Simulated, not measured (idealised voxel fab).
process module | voxel quadruple lines
cross-section cut | 260 nm wide | cells 5 nm
A cross-section is a grid of square cells, given in bands from the top down. A band is one or more rows of cells.
Each band's line starts with the height of the band's top and of its bottom, in nm. Then come its materials from left to right, each with its width in nm. One material with "throughout" fills the band from edge to edge. "air" is empty space.
Height 0 is the level under which the wafer as received is all one material. The lowest band goes on downwards, as in "0 down".
A width such as "30 to 40" changes by the same amount from each row of cells to the next, from the band's top row to its bottom row.
"no change" after a step means that no cell of the cross-section changed.
closed voids: empty space of 8 cells or more with no open way to the top, each as width x height at its distance from the left edge, in nm
after a step's settings: what the simulator itself notes on the step
overlay nm, on a step with a mask: how far to the right of its planned place the mask lay; to the left if negative
plan
1 op RECEIVE | material Si
2 op CONFORMAL_DEP | material Al2O3 | thk nm 5
3 op DIRECTIONAL_DEP | material Ru | thk nm 10
4 op DIRECTIONAL_DEP | material polySi | thk nm 15
5 op DIRECTIONAL_DEP | material aC | thk nm 25
6 op PATTERN | tone cover | mask id MANDREL | material resist | width nm 30 | pitch nm 80 | thk nm 35 | overlay nm 0
7 op DIRECTIONAL_ETCH | etch materials aC | depth nm 25
8 op STRIP | etch materials resist
9 op CONFORMAL_DEP | material SiO2 | thk nm 10
10 op DIRECTIONAL_ETCH | etch materials SiO2 | depth nm 10
11 op STRIP | etch materials aC
12 op DIRECTIONAL_ETCH | etch materials polySi | depth nm 15
13 op STRIP | etch materials SiO2
14 op CONFORMAL_DEP | material SiCN | thk nm 10
15 op DIRECTIONAL_ETCH | etch materials SiCN | depth nm 10
16 op STRIP | etch materials polySi
17 op DIRECTIONAL_ETCH | etch materials Ru | depth nm 10
18 op STRIP | etch materials SiCN
as received, after step 1
  0 down: Si throughout
  closed voids: none
a wafer at the end: this start, this plan, one mistake
  15 to 5: air 65 | Ru 10 | air 10 | Ru 10 | air 10 | Ru 10 | air 30 | Ru 10 | air 10 | Ru 10 | air 10 | Ru 10 | air 65
  5 to 0: Al2O3 throughout
  0 down: Si throughout
  closed voids: none
what went wrong: step 6 ran as: op PATTERN | tone open | mask id MANDREL | material resist | width nm 30 | pitch nm 80 | thk nm 35 | overlay nm 0
